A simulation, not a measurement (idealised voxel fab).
Documented hereafter: the process module known as voxel capacitor over wiring.
For reference, the cross-section in this document is cut, with width 150 nm and square cells of 5 nm.
A cross-section is written here as square cells arranged in a grid, and it is given in bands from the top down, each band taking up one or more rows of cells. First you get the band's top height and its bottom height, in nm, and then the materials it's made of, left to right, with each width in nm. If you see a single material with "everywhere", that one covers the band edge to edge. "empty" is empty space. All heights in this document are referenced to 0, defined as the level beneath which the wafer, as received, consists entirely of one material. The lowest band is not bounded below; it extends indefinitely downward and is written in the form "0..down". The notation "30..40" denotes a width that varies across the rows of cells in the band, beginning at the first number in the top row, finishing at the second number in the bottom row, and changing by an identical amount from each row to the next. You'll sometimes find "no change" written for a step, and that's the way of saying that nowhere in the cross-section did a cell change during that step. Any empty space of 8 cells or more lacking an open way to the top shows up in "Closed cavity list" as width x height at distance, distance from the left edge, in nm. Step line, after settings: the simulator's comment on this step. The line of a step may include "overlay nm". On a step with a mask, this value is how far to the right of its planned place the mask lay. A negative value means the mask lay to the left.

Listed below are the process steps as planned:
1,op RECEIVE | material Si
2,op CONFORMAL_DEP | material SiO2 | thk nm 15
3,op CONFORMAL_DEP | material SiN | thk nm 5
4,op DIRECTIONAL_DEP | material lowk | thk nm 20
5,op PATTERN | tone open | mask id METAL_1 | material resist | width nm 25 | pitch nm 90 | thk nm 20 | overlay nm 0
6,op DIRECTIONAL_ETCH | etch materials lowk | depth nm 20
7,op DIRECTIONAL_ETCH | etch materials SiN | depth nm 5
8,op STRIP | etch materials resist
9,op CONFORMAL_DEP | material TiN | thk nm 5
10,op FILL_DEP | material W | thk nm 5
11,op CMP | height nm 40
12,op CONFORMAL_DEP | material SiCN | thk nm 5
13,op DIRECTIONAL_DEP | material lowk | thk nm 20
14,op DIRECTIONAL_DEP | material aC | thk nm 15
15,op PATTERN | tone open | mask id PLUG_1 | material resist | width nm 15 | thk nm 35 | overlay nm 0
16,op DIRECTIONAL_ETCH | etch materials aC | depth nm 15
17,op STRIP | etch materials resist
18,op DIRECTIONAL_ETCH | etch materials lowk | depth nm 20
19,op DIRECTIONAL_ETCH | etch materials SiCN | depth nm 5
20,op STRIP | etch materials aC
21,op EPI | material Ru | thk nm 10
22,op EPI | material Ru | thk nm 10
23,op EPI | material Ru | thk nm 5
24,op DIRECTIONAL_DEP | material TiN | thk nm 10
25,op DIRECTIONAL_DEP | material Al2O3 | thk nm 5
26,op DIRECTIONAL_DEP | material TiN | thk nm 5
27,op PATTERN | tone cover | mask id UPPER_PLATE | material resist | width nm 70 | thk nm 20 | overlay nm 0
28,op DIRECTIONAL_ETCH | etch materials TiN | depth nm 5
29,op DIRECTIONAL_ETCH | etch materials Al2O3 | depth nm 5
30,op STRIP | etch materials resist
31,op DIRECTIONAL_DEP | material aC | thk nm 10
32,op PATTERN | tone cover | mask id LOWER_PLATE | material resist | width nm 80 | thk nm 25 | overlay nm 0
33,op DIRECTIONAL_ETCH | etch materials aC | depth nm 10
34,op STRIP | etch materials resist
35,op DIRECTIONAL_ETCH | etch materials TiN | depth nm 10
36,op STRIP | etch materials aC
37,op FILL_DEP | material SiO2 | thk nm 20
38,op CMP | height nm 100
39,op DIRECTIONAL_DEP | material aC | thk nm 15
40,op PATTERN | tone open | mask id PLUG_2 | material resist | width nm 15 | thk nm 30 | overlay nm 0
41,op DIRECTIONAL_ETCH | etch materials aC | depth nm 15
42,op STRIP | etch materials resist
43,op DIRECTIONAL_ETCH | etch materials SiO2 | depth nm 15
44,op STRIP | etch materials aC
45,op CONFORMAL_DEP | material TiN | thk nm 5
46,op FILL_DEP | material Cu | thk nm 10
47,op CMP | height nm 100
48,op CONFORMAL_DEP | material SiCN | thk nm 5

Cross-section of the wafer as it came to us, i.e., already through step 1:
	0..down  Si everywhere
	Closed cavity list: none

Cross-section, first of two wafers, end of module, run as planned:
	105..100  SiCN everywhere
	100..90  35 of SiO2  5 of TiN  5 of Cu  5 of TiN  100 of SiO2
	90..80  35..25 of SiO2  15..70 of TiN  100..55 of SiO2
	80..75  25 of SiO2  70 of Al2O3  55 of SiO2
	75..65  20 of SiO2  80 of TiN  50 of SiO2
	65..45  25 of lowk  15 of Ru  110 of lowk
	45..40  25 of SiCN  15 of Ru  110 of SiCN
	40..20  15 of lowk  5 of TiN  15 of W  5 of TiN  65 of lowk  5 of TiN  15 of W  5 of TiN  20 of lowk
	20..15  15 of SiN  25 of TiN  65 of SiN  25 of TiN  20 of SiN
	15..0  SiO2 everywhere
	0..down  Si everywhere
	Closed cavity list: none

Second wafer of the two, sectioned at the end of the module. It began like the first and followed the same plan, but one mistake was made while running it:
	105..100  SiCN everywhere
	100..90  35 of SiO2  5 of TiN  5 of Cu  5 of TiN  100 of SiO2
	90..85  35 of SiO2  15 of TiN  100 of SiO2
	85..80  25 of SiO2  15 of TiN  40 of SiO2  15 of TiN  55 of SiO2
	80..75  25 of SiO2  15 of Al2O3  40 of SiO2  15 of Al2O3  55 of SiO2
	75..65  20 of SiO2  20 of TiN  40 of SiO2  20 of TiN  50 of SiO2
	65..60  25 of Ru  15 of lowk  40 of SiO2  70 of Ru
	60..55  25 of Ru  15 of lowk  40 of TiN  70 of Ru
	55..50  25 of Ru  15 of lowk  40 of Al2O3  70 of Ru
	50..45  25 of Ru  15 of lowk  40 of TiN  70 of Ru
	45..40  25 of Ru  15 of SiCN  40 of TiN  70 of Ru
	40..20  15 of lowk  5 of TiN  15 of W  5 of TiN  65 of lowk  5 of TiN  15 of W  5 of TiN  20 of lowk
	20..15  15 of SiN  25 of TiN  65 of SiN  25 of TiN  20 of SiN
	15..0  SiO2 everywhere
	0..down  Si everywhere
	Closed cavity list: none
Here's what went sideways: step 15 deviated from plan and actually ran as op PATTERN | tone cover | mask id PLUG_1 | material resist | width nm 15 | thk nm 35 | overlay nm 0
Once processing is complete, comparing cell counts shows that the second wafer has more or fewer of certain materials than the first: Ru +80; SiCN -24; SiO2 +40; lowk -96
